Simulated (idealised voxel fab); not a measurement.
process module | voxel transistor to metal
cross-section cut | 170 nm wide | cells 5 nm
A cross-section is a grid of square cells, given in bands from the top down. A band is one or more rows of cells.
Each band's line starts with the height of the band's top and of its bottom, in nm. Then come its materials from left to right, each with its width in nm. One material with "throughout" fills the band from edge to edge. "air" is empty space.
Height 0 is the level under which the wafer as received is all one material. The lowest band goes on downwards, as in "0 down".
A width such as "30 to 40" changes by the same amount from each row of cells to the next, from the band's top row to its bottom row.
"no change" after a step means that no cell of the cross-section changed.
closed voids: empty space of 8 cells or more with no open way to the top, each as width x height at its distance from the left edge, in nm
after a step's settings: what the simulator itself notes on the step
overlay nm, on a step with a mask: how far to the right of its planned place the mask lay; to the left if negative
plan
1 op RECEIVE | material Si
2 op CONFORMAL_DEP | material SiO2 | thk nm 5
3 op CONFORMAL_DEP | material SiN | thk nm 10
4 op DIRECTIONAL_DEP | material aC | thk nm 10
5 op PATTERN | tone cover | mask id ACTIVE | material resist | width nm 110 | thk nm 25 | overlay nm 0
6 op DIRECTIONAL_ETCH | etch materials aC | depth nm 10
7 op STRIP | etch materials resist
8 op DIRECTIONAL_ETCH | etch materials SiN | depth nm 10
9 op DIRECTIONAL_ETCH | etch materials SiO2 | depth nm 5
10 op DIRECTIONAL_ETCH | etch materials Si | depth nm 20
11 op STRIP | etch materials aC
12 op FILL_DEP | material SiO2 | thk nm 15
13 op CMP | height nm 15
14 op SELECTIVE_ETCH | etch materials SiO2 | depth nm 5
15 op STRIP | etch materials SiN
16 op SELECTIVE_ETCH | etch materials SiO2 | depth nm 5
17 op OXIDIZE | depth nm 5
18 op DIRECTIONAL_DEP | material polySi | thk nm 30
19 op DIRECTIONAL_DEP | material SiCN | thk nm 15
20 op MASKED_ETCH | tone cover | mask id GATE | width nm 30 | etch materials SiCN | depth nm 25 | overlay nm 0
21 op MASKED_ETCH | tone cover | mask id GATE | width nm 30 | etch materials polySi | depth nm 40 | overlay nm 0
22 op CONFORMAL_DEP | material SiN | thk nm 5
23 op DIRECTIONAL_ETCH | etch materials SiN | depth nm 5
24 op DIRECTIONAL_ETCH | etch materials SiO2 | depth nm 5
25 op DIRECTIONAL_ETCH | etch materials Si | depth nm 15
26 op EPI | material pSi | thk nm 15
27 op FILL_DEP | material SiO2 | thk nm 10
28 op CMP | height nm 30
29 op STRIP | etch materials polySi
30 op SELECTIVE_ETCH | etch materials SiO2 | depth nm 5
31 op CONFORMAL_DEP | material HfO2 | thk nm 5
32 op CONFORMAL_DEP | material TiN | thk nm 5
33 op FILL_DEP | material W | thk nm 5
34 op CMP | height nm 25
35 op DIRECTIONAL_DEP | material SiO2 | thk nm 10
36 op PATTERN | tone open | mask id CONTACT | material resist | width nm 15 | pitch nm 75 | thk nm 20 | overlay nm 0
37 op DIRECTIONAL_ETCH | etch materials SiO2 | depth nm 40
38 op STRIP | etch materials resist
39 op CONFORMAL_DEP | material TiN | thk nm 5
40 op FILL_DEP | material Ru | thk nm 10
41 op CMP | height nm 35
42 op DIRECTIONAL_DEP | material TiN | thk nm 5
43 op DIRECTIONAL_DEP | material W | thk nm 25
44 op DIRECTIONAL_DEP | material aC | thk nm 15
45 op PATTERN | tone cover | mask id METAL_1 | material resist | width nm 15 | pitch nm 75 | thk nm 30 | overlay nm 0
46 op DIRECTIONAL_ETCH | etch materials aC | depth nm 15
47 op STRIP | etch materials resist
48 op DIRECTIONAL_ETCH | etch materials W | depth nm 25
49 op DIRECTIONAL_ETCH | etch materials TiN | depth nm 5
50 op STRIP | etch materials aC
51 op CONFORMAL_DEP | material SiCN | thk nm 5
52 op FILL_DEP | material lowk | thk nm 10
53 op CMP | height nm 65
54 op CONFORMAL_DEP | material SiCN | thk nm 5
first wafer, as planned
as received, after step 1
  0 down: Si throughout
  closed voids: none
after step 2
  5 to 0: SiO2 throughout
  below 0: unchanged
after step 3
  15 to 5: SiN throughout
  below 5: unchanged
after step 4
  25 to 15: aC throughout
  below 15: unchanged
after step 5
  50 to 25: air 30 | resist 110 | air 30
  below 25: unchanged
after step 6
  40 to 25: air 30 | resist 110 | air 30
  25 to 15: air 30 | aC 110 | air 30
  below 15: unchanged
after step 7
  25 to 15: air 30 | aC 110 | air 30
  below 15: unchanged
after step 8
  25 to 15: air 30 | aC 110 | air 30
  15 to 5: air 30 | SiN 110 | air 30
  below 5: unchanged
after step 9
  25 to 15: air 30 | aC 110 | air 30
  15 to 5: air 30 | SiN 110 | air 30
  5 to 0: air 30 | SiO2 110 | air 30
  below 0: unchanged
after step 10
  25 to 15: air 30 | aC 110 | air 30
  15 to 5: air 30 | SiN 110 | air 30
  5 to 0: air 30 | SiO2 110 | air 30
  0 to -20: air 30 | Si 110 | air 30
  below -20: unchanged
after step 11
  15 to 5: air 30 | SiN 110 | air 30
  below 5: unchanged
after step 12
  30 to 15: SiO2 throughout
  15 to 5: SiO2 30 | SiN 110 | SiO2 30
  5 to 0: SiO2 throughout
  0 to -20: SiO2 30 | Si 110 | SiO2 30
  below -20: unchanged
after step 13
  15 to 5: SiO2 30 | SiN 110 | SiO2 30
  below 5: unchanged
after step 14
  15 to 10: air 30 | SiN 110 | air 30
  below 10: unchanged
after step 15
  10 to 5: SiO2 30 | air 110 | SiO2 30
  below 5: unchanged
after step 16
  5 to 0: SiO2 25 | air 120 | SiO2 25
  below 0: unchanged
after step 17
  5 to 0: SiO2 25 | air 120 | SiO2 25
  0 to -5: SiO2 throughout
  below -5: unchanged
after step 18
  35 to 30: polySi 25 | air 120 | polySi 25
  30 to 5: polySi throughout
  5 to 0: SiO2 25 | polySi 120 | SiO2 25
  below 0: unchanged
after step 19
  50 to 45: SiCN 25 | air 120 | SiCN 25
  45 to 35: SiCN throughout
  35 to 30: polySi 25 | SiCN 120 | polySi 25
  below 30: unchanged
after step 20
  45 to 35: air 70 | SiCN 30 | air 70
  35 to 30: polySi 25 | air 45 | SiCN 30 | air 45 | polySi 25
  below 30: unchanged
after step 21
  45 to 30: air 70 | SiCN 30 | air 70
  30 to 5: air 70 | polySi 30 | air 70
  5 to 0: SiO2 25 | air 45 | polySi 30 | air 45 | SiO2 25
  below 0: unchanged
after step 22
  50 to 45: air 65 | SiN 40 | air 65
  45 to 30: air 65 | SiN 5 | SiCN 30 | SiN 5 | air 65
  30 to 10: air 65 | SiN 5 | polySi 30 | SiN 5 | air 65
  10 to 5: SiN 30 | air 35 | SiN 5 | polySi 30 | SiN 5 | air 35 | SiN 30
  5 to 0: SiO2 25 | SiN 45 | polySi 30 | SiN 45 | SiO2 25
  below 0: unchanged
after step 23
  45 to 30: air 65 | SiN 5 | SiCN 30 | SiN 5 | air 65
  30 to 5: air 65 | SiN 5 | polySi 30 | SiN 5 | air 65
  5 to 0: SiO2 25 | SiN 5 | air 35 | SiN 5 | polySi 30 | SiN 5 | air 35 | SiN 5 | SiO2 25
  below 0: unchanged
after step 24
  45 to 30: air 65 | SiN 5 | SiCN 30 | SiN 5 | air 65
  30 to 5: air 65 | SiN 5 | polySi 30 | SiN 5 | air 65
  5 to 0: air 25 | SiN 5 | air 35 | SiN 5 | polySi 30 | SiN 5 | air 35 | SiN 5 | air 25
  0 to -5: SiO2 30 | air 35 | SiO2 40 | air 35 | SiO2 30
  below -5: unchanged
after step 25
  45 to 30: air 65 | SiN 5 | SiCN 30 | SiN 5 | air 65
  30 to 5: air 65 | SiN 5 | polySi 30 | SiN 5 | air 65
  5 to 0: air 25 | SiN 5 | air 35 | SiN 5 | polySi 30 | SiN 5 | air 35 | SiN 5 | air 25
  0 to -5: SiO2 30 | air 35 | SiO2 40 | air 35 | SiO2 30
  -5 to -20: SiO2 30 | air 35 | Si 40 | air 35 | SiO2 30
  below -20: unchanged
after step 26
  45 to 30: air 65 | SiN 5 | SiCN 30 | SiN 5 | air 65
  30 to 10: air 65 | SiN 5 | polySi 30 | SiN 5 | air 65
  10 to 5: air 50 | pSi 15 | SiN 5 | polySi 30 | SiN 5 | pSi 15 | air 50
  5 to 0: air 25 | SiN 5 | air 20 | pSi 15 | SiN 5 | polySi 30 | SiN 5 | pSi 15 | air 20 | SiN 5 | air 25
  0 to -5: SiO2 30 | air 20 | pSi 15 | SiO2 40 | pSi 15 | air 20 | SiO2 30
  -5 to -20: SiO2 30 | pSi 35 | Si 40 | pSi 35 | SiO2 30
  below -20: unchanged
after step 27
  55 to 45: SiO2 throughout
  45 to 30: SiO2 65 | SiN 5 | SiCN 30 | SiN 5 | SiO2 65
  30 to 10: SiO2 65 | SiN 5 | polySi 30 | SiN 5 | SiO2 65
  10 to 5: SiO2 50 | pSi 15 | SiN 5 | polySi 30 | SiN 5 | pSi 15 | SiO2 50
  5 to 0: SiO2 25 | SiN 5 | SiO2 20 | pSi 15 | SiN 5 | polySi 30 | SiN 5 | pSi 15 | SiO2 20 | SiN 5 | SiO2 25
  0 to -5: SiO2 50 | pSi 15 | SiO2 40 | pSi 15 | SiO2 50
  below -5: unchanged
after step 28
  30 to 10: SiO2 65 | SiN 5 | polySi 30 | SiN 5 | SiO2 65
  below 10: unchanged
after step 29
  30 to 10: SiO2 65 | SiN 5 | air 30 | SiN 5 | SiO2 65
  10 to 5: SiO2 50 | pSi 15 | SiN 5 | air 30 | SiN 5 | pSi 15 | SiO2 50
  5 to 0: SiO2 25 | SiN 5 | SiO2 20 | pSi 15 | SiN 5 | air 30 | SiN 5 | pSi 15 | SiO2 20 | SiN 5 | SiO2 25
  below 0: unchanged
after step 30
  30 to 25: air 65 | SiN 5 | air 30 | SiN 5 | air 65
  25 to 10: SiO2 65 | SiN 5 | air 30 | SiN 5 | SiO2 65
  10 to 5: SiO2 50 | pSi 15 | SiN 5 | air 30 | SiN 5 | pSi 15 | SiO2 50
  5 to 0: SiO2 25 | SiN 5 | SiO2 20 | pSi 15 | SiN 5 | air 30 | SiN 5 | pSi 15 | SiO2 20 | SiN 5 | SiO2 25
  0 to -5: SiO2 50 | pSi 15 | air 40 | pSi 15 | SiO2 50
  below -5: unchanged
after step 31
  35 to 30: air 60 | HfO2 15 | air 20 | HfO2 15 | air 60
  30 to 25: HfO2 65 | SiN 5 | HfO2 5 | air 20 | HfO2 5 | SiN 5 | HfO2 65
  25 to 10: SiO2 65 | SiN 5 | HfO2 5 | air 20 | HfO2 5 | SiN 5 | SiO2 65
  10 to 5: SiO2 50 | pSi 15 | SiN 5 | HfO2 5 | air 20 | HfO2 5 | SiN 5 | pSi 15 | SiO2 50
  5 to 0: SiO2 25 | SiN 5 | SiO2 20 | pSi 15 | SiN 5 | HfO2 5 | air 20 | HfO2 5 | SiN 5 | pSi 15 | SiO2 20 | SiN 5 | SiO2 25
  0 to -5: SiO2 50 | pSi 15 | HfO2 40 | pSi 15 | SiO2 50
  below -5: unchanged
after step 32
  40 to 35: air 55 | TiN 25 | air 10 | TiN 25 | air 55
  35 to 30: TiN 60 | HfO2 15 | TiN 5 | air 10 | TiN 5 | HfO2 15 | TiN 60
  30 to 25: HfO2 65 | SiN 5 | HfO2 5 | TiN 5 | air 10 | TiN 5 | HfO2 5 | SiN 5 | HfO2 65
  25 to 10: SiO2 65 | SiN 5 | HfO2 5 | TiN 5 | air 10 | TiN 5 | HfO2 5 | SiN 5 | SiO2 65
  10 to 5: SiO2 50 | pSi 15 | SiN 5 | HfO2 5 | TiN 5 | air 10 | TiN 5 | HfO2 5 | SiN 5 | pSi 15 | SiO2 50
  5 to 0: SiO2 25 | SiN 5 | SiO2 20 | pSi 15 | SiN 5 | HfO2 5 | TiN 20 | HfO2 5 | SiN 5 | pSi 15 | SiO2 20 | SiN 5 | SiO2 25
  below 0: unchanged
after step 33
  45 to 40: W throughout
  40 to 35: W 55 | TiN 25 | W 10 | TiN 25 | W 55
  35 to 30: TiN 60 | HfO2 15 | TiN 5 | W 10 | TiN 5 | HfO2 15 | TiN 60
  30 to 25: HfO2 65 | SiN 5 | HfO2 5 | TiN 5 | W 10 | TiN 5 | HfO2 5 | SiN 5 | HfO2 65
  25 to 10: SiO2 65 | SiN 5 | HfO2 5 | TiN 5 | W 10 | TiN 5 | HfO2 5 | SiN 5 | SiO2 65
  10 to 5: SiO2 50 | pSi 15 | SiN 5 | HfO2 5 | TiN 5 | W 10 | TiN 5 | HfO2 5 | SiN 5 | pSi 15 | SiO2 50
  below 5: unchanged
after step 34
  25 to 10: SiO2 65 | SiN 5 | HfO2 5 | TiN 5 | W 10 | TiN 5 | HfO2 5 | SiN 5 | SiO2 65
  below 10: unchanged
after step 35
  35 to 25: SiO2 throughout
  below 25: unchanged
after step 36
  55 to 35: resist 40 | air 15 | resist 60 | air 15 | resist 40
  below 35: unchanged
after step 37
  55 to 35: resist 40 | air 15 | resist 60 | air 15 | resist 40
  35 to 25: SiO2 40 | air 15 | SiO2 60 | air 15 | SiO2 40
  25 to 10: SiO2 40 | air 15 | SiO2 10 | SiN 5 | HfO2 5 | TiN 5 | W 10 | TiN 5 | HfO2 5 | SiN 5 | SiO2 10 | air 15 | SiO2 40
  10 to 5: SiO2 40 | air 10 | pSi 15 | SiN 5 | HfO2 5 | TiN 5 | W 10 | TiN 5 | HfO2 5 | SiN 5 | pSi 15 | air 10 | SiO2 40
  5 to 0: SiO2 25 | SiN 5 | SiO2 10 | air 10 | pSi 15 | SiN 5 | HfO2 5 | TiN 20 | HfO2 5 | SiN 5 | pSi 15 | air 10 | SiO2 10 | SiN 5 | SiO2 25
  0 to -5: SiO2 40 | air 10 | pSi 15 | HfO2 40 | pSi 15 | air 10 | SiO2 40
  below -5: unchanged
after step 38
  35 to 25: SiO2 40 | air 15 | SiO2 60 | air 15 | SiO2 40
  below 25: unchanged
after step 39
  40 to 35: TiN 45 | air 5 | TiN 70 | air 5 | TiN 45
  35 to 25: SiO2 40 | TiN 5 | air 5 | TiN 5 | SiO2 60 | TiN 5 | air 5 | TiN 5 | SiO2 40
  25 to 15: SiO2 40 | TiN 5 | air 5 | TiN 5 | SiO2 10 | SiN 5 | HfO2 5 | TiN 5 | W 10 | TiN 5 | HfO2 5 | SiN 5 | SiO2 10 | TiN 5 | air 5 | TiN 5 | SiO2 40
  15 to 10: SiO2 40 | TiN 15 | SiO2 10 | SiN 5 | HfO2 5 | TiN 5 | W 10 | TiN 5 | HfO2 5 | SiN 5 | SiO2 10 | TiN 15 | SiO2 40
  10 to 5: SiO2 40 | TiN 10 | pSi 15 | SiN 5 | HfO2 5 | TiN 5 | W 10 | TiN 5 | HfO2 5 | SiN 5 | pSi 15 | TiN 10 | SiO2 40
  5 to 0: SiO2 25 | SiN 5 | SiO2 10 | TiN 10 | pSi 15 | SiN 5 | HfO2 5 | TiN 20 | HfO2 5 | SiN 5 | pSi 15 | TiN 10 | SiO2 10 | SiN 5 | SiO2 25
  0 to -5: SiO2 40 | TiN 10 | pSi 15 | HfO2 40 | pSi 15 | TiN 10 | SiO2 40
  below -5: unchanged
after step 40
  50 to 40: Ru throughout
  40 to 35: TiN 45 | Ru 5 | TiN 70 | Ru 5 | TiN 45
  35 to 25: SiO2 40 | TiN 5 | Ru 5 | TiN 5 | SiO2 60 | TiN 5 | Ru 5 | TiN 5 | SiO2 40
  25 to 15: SiO2 40 | TiN 5 | Ru 5 | TiN 5 | SiO2 10 | SiN 5 | HfO2 5 | TiN 5 | W 10 | TiN 5 | HfO2 5 | SiN 5 | SiO2 10 | TiN 5 | Ru 5 | TiN 5 | SiO2 40
  below 15: unchanged
after step 41
  35 to 25: SiO2 40 | TiN 5 | Ru 5 | TiN 5 | SiO2 60 | TiN 5 | Ru 5 | TiN 5 | SiO2 40
  below 25: unchanged
after step 42
  40 to 35: TiN throughout
  below 35: unchanged
after step 43
  65 to 40: W throughout
  below 40: unchanged
after step 44
  80 to 65: aC throughout
  below 65: unchanged
after step 45
  110 to 80: air 40 | resist 15 | air 60 | resist 15 | air 40
  below 80: unchanged
after step 46
  95 to 80: air 40 | resist 15 | air 60 | resist 15 | air 40
  80 to 65: air 40 | aC 15 | air 60 | aC 15 | air 40
  below 65: unchanged
after step 47
  80 to 65: air 40 | aC 15 | air 60 | aC 15 | air 40
  below 65: unchanged
after step 48
  80 to 65: air 40 | aC 15 | air 60 | aC 15 | air 40
  65 to 40: air 40 | W 15 | air 60 | W 15 | air 40
  below 40: unchanged
after step 49
  80 to 65: air 40 | aC 15 | air 60 | aC 15 | air 40
  65 to 40: air 40 | W 15 | air 60 | W 15 | air 40
  40 to 35: air 40 | TiN 15 | air 60 | TiN 15 | air 40
  below 35: unchanged
after step 50
  65 to 40: air 40 | W 15 | air 60 | W 15 | air 40
  below 40: unchanged
after step 51
  70 to 65: air 35 | SiCN 25 | air 50 | SiCN 25 | air 35
  65 to 40: air 35 | SiCN 5 | W 15 | SiCN 5 | air 50 | SiCN 5 | W 15 | SiCN 5 | air 35
  40 to 35: SiCN 40 | TiN 15 | SiCN 60 | TiN 15 | SiCN 40
  below 35: unchanged
after step 52
  80 to 70: lowk throughout
  70 to 65: lowk 35 | SiCN 25 | lowk 50 | SiCN 25 | lowk 35
  65 to 40: lowk 35 | SiCN 5 | W 15 | SiCN 5 | lowk 50 | SiCN 5 | W 15 | SiCN 5 | lowk 35
  below 40: unchanged
after step 53
  65 to 40: lowk 35 | SiCN 5 | W 15 | SiCN 5 | lowk 50 | SiCN 5 | W 15 | SiCN 5 | lowk 35
  below 40: unchanged
after step 54
  70 to 65: SiCN throughout
  below 65: unchanged
second wafer: like start, like plan, one mistake. Through step 50 it matches the first wafer
when step 51 should have ended
  70 to 65: air 35 | SiO2 25 | air 50 | SiO2 25 | air 35
  65 to 40: air 35 | SiO2 5 | W 15 | SiO2 5 | air 50 | SiO2 5 | W 15 | SiO2 5 | air 35
  40 to 35: SiO2 40 | TiN 15 | SiO2 60 | TiN 15 | SiO2 40
  below 35: unchanged
when step 52 should have ended
  80 to 70: lowk throughout
  70 to 65: lowk 35 | SiO2 25 | lowk 50 | SiO2 25 | lowk 35
  65 to 40: lowk 35 | SiO2 5 | W 15 | SiO2 5 | lowk 50 | SiO2 5 | W 15 | SiO2 5 | lowk 35
  below 40: unchanged
when step 53 should have ended
  65 to 40: lowk 35 | SiO2 5 | W 15 | SiO2 5 | lowk 50 | SiO2 5 | W 15 | SiO2 5 | lowk 35
  below 40: unchanged
when step 54 should have ended
  70 to 65: SiCN throughout
  below 65: unchanged
what went wrong: step 51 ran as: op CONFORMAL_DEP | material SiO2 | thk nm 5
at the end the second wafer has, in cells: 48 fewer of SiCN | 48 more of SiO2
